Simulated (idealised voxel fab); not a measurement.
process module | voxel double patterning
cross-section cut | 200 nm wide | cells 5 nm
A cross-section is a grid of square cells, given in bands from the top down. A band is one or more rows of cells.
Each band's line starts with the height of the band's top and of its bottom, in nm. Then come its materials from left to right, each with its width in nm. One material with "throughout" fills the band from edge to edge. "air" is empty space.
Height 0 is the level under which the wafer as received is all one material. The lowest band goes on downwards, as in "0 down".
A width such as "30 to 40" changes by the same amount from each row of cells to the next, from the band's top row to its bottom row.
"no change" after a step means that no cell of the cross-section changed.
closed voids: empty space of 8 cells or more with no open way to the top, each as width x height at its distance from the left edge, in nm
after a step's settings: what the simulator itself notes on the step
overlay nm, on a step with a mask: how far to the right of its planned place the mask lay; to the left if negative
plan
1 op RECEIVE | material Si
2 op CONFORMAL_DEP | material SiN | thk nm 5
3 op DIRECTIONAL_DEP | material SiO2 | thk nm 20
4 op DIRECTIONAL_DEP | material SiCN | thk nm 10
5 op DIRECTIONAL_DEP | material aC | thk nm 10
6 op PATTERN | tone open | mask id FIRST | material resist | width nm 15 | pitch nm 50 | thk nm 30 | overlay nm 0
7 op DIRECTIONAL_ETCH | etch materials aC | depth nm 10
8 op STRIP | etch materials resist
9 op DIRECTIONAL_ETCH | etch materials SiCN | depth nm 10
10 op STRIP | etch materials aC
11 op MASKED_ETCH | tone open | mask id SECOND | width nm 15 | etch materials SiCN | depth nm 10 | overlay nm 0
12 op DIRECTIONAL_ETCH | etch materials SiO2 | depth nm 20
13 op STRIP | etch materials SiCN
as received, after step 1
  0 down: Si throughout
  closed voids: none
first wafer at the end, as planned
  25 to 5: SiO2 65 | air 15 | SiO2 10 | air 15 | SiO2 10 | air 15 | SiO2 70
  5 to 0: SiN throughout
  0 down: Si throughout
  closed voids: none
second wafer at the end: like start, like plan, one mistake
  25 to 5: SiO2 60 | air 15 | SiO2 15 | air 15 | SiO2 5 | air 15 | SiO2 75
  5 to 0: SiN throughout
  0 down: Si throughout
  closed voids: none
what went wrong: step 6 ran as: op PATTERN | tone open | mask id FIRST | material resist | width nm 15 | pitch nm 50 | thk nm 30 | overlay nm -5
at the end the second wafer has, in cells: as many of each material as the first, in other places
